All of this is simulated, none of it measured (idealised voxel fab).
The document below concerns the process module designated voxel local oxidation.
This is section cut - it's 175 nm across, gridded in 5 nm square cells.
Think of the cross-section as a grid of square cells. We describe it in bands, top to bottom, and each band covers one or more rows of those cells. Band: top height; bottom height; in nm. Then, left to right: material with width in nm, for each material. "everywhere": a single material spanning edge to edge. "empty": empty space. It should be noted that heights are counted from 0, beneath which the wafer as supplied is of one material throughout, and that the lowest band possesses no lower boundary but continues downward, as written in "0 down". Graded width ("30 to 40"): value in top row of band = first number; value in bottom row = second number; row-to-row change constant. "remained unchanged" means the step left every cell of the cross-section as it was. Empty spaces without an open route to the top, at least 8 cells in extent, make up the entry "Completely enclosed voids"; each is given as width x height at distance, where the distance is measured from the left edge, and all are in nm. Read whatever lies past the settings on a step's line as the simulator's own remark about the step. The setting "overlay nm" may be written on the line of a step. When the step uses a mask, the value reports how far to the right of the planned place the mask lay, and a negative value reports that it lay to the left.

[So here's the lineup of process steps we planned]
1: RECEIVE | material Si
2: OXIDIZE | depth nm 5
3: CONFORMAL_DEP | material SiN | thk nm 15
4: PATTERN | tone cover | mask id ACTIVE | material resist | width nm 100 | thk nm 15 | overlay nm 0
5: DIRECTIONAL_ETCH | etch materials SiN | depth nm 15
6: STRIP | etch materials resist
7: SELECTIVE_ETCH | etch materials SiO2 | depth nm 5
8: OXIDIZE | depth nm 10
9: STRIP | etch materials SiN

[Cross-section of the wafer at receipt, which is the condition after step 1]
	0 down = Si everywhere
	Completely enclosed voids: none

[End-of-module cross-section. Starting structure and process plan as above; one mistake made in running it]
	0 to -5 = 40 of empty / 90 of SiO2 / 45 of empty
	-5 to -25 = 60 of SiO2 / 50 of Si / 65 of SiO2
	-25 down = Si everywhere
	Completely enclosed voids: none
Run error: step 8 went in with a setting other than planned; the actual run was OXIDIZE | depth nm 20
